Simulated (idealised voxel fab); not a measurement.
You're looking at the process module voxel transistor to metal.
This is section cut - it's 300 nm across, gridded in 5 nm square cells.
Cross-section spec: square-cell grid; bands listed top down; each band is one or more rows.
Read a band's entry like this: the first values are the height of its top and the height of its bottom in nm, and what follows is the sequence of materials from left to right, each with its width in nm. Note that "air" is empty space, and that a single material marked "everywhere" reaches across the band from edge to edge.
Ref level 0: as-received wafer is one material below here. Bottom band extends down with no lower bound ("top 0, no bottom").
Per-row width for "30..40": begins at first number (top row of band), ends at second number (bottom row), increment between rows held constant.
"no alteration", as given for a step, is the statement that not any cell of the cross-section underwent a change during that step.
What "Enclosed void entries" gives you is every empty space of 8 cells or more that is cut off from the top. Each appears as width x height at distance, with the distance taken from the left edge and width, height and distance all in nm.
Where a step's line continues beyond its settings, the continuation is a remark by the simulator itself on that step.
A step's line can hold "overlay nm"; with a mask on that step, the setting says how far right of the planned place the mask lay, while a negative setting says it lay to the left.

Planned process steps
1. RECEIVE with material Si
2. OXIDIZE with depth nm 5
3. CONFORMAL_DEP with material SiN, thk nm 15
4. DIRECTIONAL_DEP with material aC, thk nm 15
5. PATTERN with tone cover, mask id ACTIVE, material resist, width nm 95, pitch nm 125, thk nm 35, overlay nm 0
6. DIRECTIONAL_ETCH with etch materials aC, depth nm 15
7. STRIP with etch materials resist
8. DIRECTIONAL_ETCH with etch materials SiN, depth nm 15
9. DIRECTIONAL_ETCH with etch materials SiO2, depth nm 5
10. DIRECTIONAL_ETCH with etch materials Si, depth nm 30
11. STRIP with etch materials aC
12. FILL_DEP with material SiO2, thk nm 15
13. CMP with height nm 15
14. SELECTIVE_ETCH with etch materials SiO2, depth nm 10
15. STRIP with etch materials SiN
16. SELECTIVE_ETCH with etch materials SiO2, depth nm 5
17. OXIDIZE with depth nm 5
18. DIRECTIONAL_DEP with material polySi, thk nm 20
19. DIRECTIONAL_DEP with material SiCN, thk nm 15
20. MASKED_ETCH with tone cover, mask id GATE, width nm 25, pitch nm 125, etch materials SiCN, depth nm 25, overlay nm 0
21. MASKED_ETCH with tone cover, mask id GATE, width nm 25, pitch nm 125, etch materials polySi, depth nm 30, overlay nm 0
22. CONFORMAL_DEP with material SiN, thk nm 10
23. DIRECTIONAL_ETCH with etch materials SiN, depth nm 10
24. DIRECTIONAL_ETCH with etch materials SiO2, depth nm 5
25. EPI with material nSi, thk nm 5
26. FILL_DEP with material SiO2, thk nm 5
27. CMP with height nm 15
28. STRIP with etch materials polySi
29. SELECTIVE_ETCH with etch materials SiO2, depth nm 5
30. CONFORMAL_DEP with material HfO2, thk nm 5
31. CONFORMAL_DEP with material TiN, thk nm 5
32. FILL_DEP with material W, thk nm 5
33. CMP with height nm 10
34. DIRECTIONAL_DEP with material SiO2, thk nm 10
35. PATTERN with tone open, mask id CONTACT, material resist, width nm 15, thk nm 20, overlay nm 0
36. DIRECTIONAL_ETCH with etch materials SiO2, depth nm 25
37. STRIP with etch materials resist
38. CONFORMAL_DEP with material TiN, thk nm 5
39. FILL_DEP with material Ru, thk nm 10
40. CMP with height nm 20
41. CONFORMAL_DEP with material SiCN, thk nm 5
42. DIRECTIONAL_DEP with material lowk, thk nm 20
43. DIRECTIONAL_DEP with material aC, thk nm 10
44. PATTERN with tone open, mask id METAL_1, material resist, width nm 15, thk nm 30, overlay nm 0
45. DIRECTIONAL_ETCH with etch materials aC, depth nm 10
46. STRIP with etch materials resist
47. DIRECTIONAL_ETCH with etch materials lowk, depth nm 20
48. DIRECTIONAL_ETCH with etch materials SiCN, depth nm 5
49. STRIP with etch materials aC
50. CONFORMAL_DEP with material TiN, thk nm 5
51. FILL_DEP with material Ru, thk nm 10
52. CMP with height nm 45
53. CONFORMAL_DEP with material SiCN, thk nm 5
54. DIRECTIONAL_DEP with material SiO2, thk nm 30
55. PATTERN with tone open, mask id METAL_2, material resist, width nm 15, pitch nm 125, thk nm 15, overlay nm 0
56. DIRECTIONAL_ETCH with etch materials SiO2, depth nm 15
57. STRIP with etch materials resist
58. PATTERN with tone open, mask id METAL_2_HOLES, material resist, width nm 15, pitch nm 125, thk nm 20, overlay nm 0
59. DIRECTIONAL_ETCH with etch materials SiO2, depth nm 15
60. DIRECTIONAL_ETCH with etch materials SiCN, depth nm 5
61. STRIP with etch materials resist
62. CONFORMAL_DEP with material TiN, thk nm 5
63. FILL_DEP with material Ru, thk nm 10
64. CMP with height nm 80
65. CONFORMAL_DEP with material SiN, thk nm 5

Shown in cross-section is the wafer as received, that is, as it stands after step 1
- top 0, no bottom  Si everywhere
- Enclosed void entries: none

Final cross-section, module run with one mistake (start and plan as above)
- top 85, bottom 80  SiN everywhere
- top 80, bottom 50  SiO2 45  TiN 5  Ru 5  TiN 5  SiO2 110  TiN 5  Ru 5  TiN 5  SiO2 115
- top 50, bottom 45  SiCN 45  TiN 15  SiCN 110  TiN 15  SiCN 115
- top 45, bottom 25  lowk 45  TiN 5  Ru 5  TiN 5  lowk 55  TiN 5  Ru 5  TiN 5  lowk 40  TiN 5  Ru 5  TiN 5  lowk 55  TiN 5  Ru 5  TiN 5  lowk 45
- top 25, bottom 20  SiCN 45  TiN 15  SiCN 55  TiN 15  SiCN 40  TiN 15  SiCN 55  TiN 15  SiCN 45
- top 20, bottom 15  TiN 50  Ru 5  TiN 65  Ru 5  TiN 50  Ru 5  TiN 65  Ru 5  TiN 50
- top 15, bottom 5  SiO2 45  TiN 5  Ru 5  TiN 5  SiO2 55  TiN 5  Ru 5  TiN 5  SiO2 40  TiN 5  Ru 5  TiN 5  SiO2 55  TiN 5  Ru 5  TiN 5  SiO2 45
- top 5, bottom 0  SiO2 45  TiN 5  Ru 5  TiN 5  SiO2 5  SiN 10  HfO2 5  TiN 5  W 5  TiN 5  HfO2 5  SiN 10  SiO2 5  TiN 5  Ru 5  TiN 5  SiO2 40  TiN 5  Ru 5  TiN 5  SiO2 5  SiN 10  HfO2 5  TiN 5  W 5  TiN 5  HfO2 5  SiN 10  SiO2 5  TiN 5  Ru 5  TiN 5  SiO2 45
- top 0, bottom -5  SiO2 35  SiN 10  TiN 15  SiO2 5  SiN 10  HfO2 5  TiN 15  HfO2 5  SiN 10  SiO2 5  TiN 15  SiN 10  SiO2 20  SiN 10  TiN 15  SiO2 5  SiN 10  HfO2 5  TiN 15  HfO2 5  SiN 10  SiO2 5  TiN 15  SiN 10  SiO2 35
- top -5, bottom -10  SiO2 45  nSi 20  SiO2 5  HfO2 35  SiO2 5  nSi 20  SiO2 40  nSi 20  SiO2 5  HfO2 35  SiO2 5  nSi 20  SiO2 45
- top -10, bottom -35  SiO2 40  Si 95  SiO2 30  Si 95  SiO2 40
- top -35, no bottom  Si everywhere
- Enclosed void entries: none
Deviation noted in wafer processing: step 33 was not run as planned; what actually ran was CMP with height nm 5
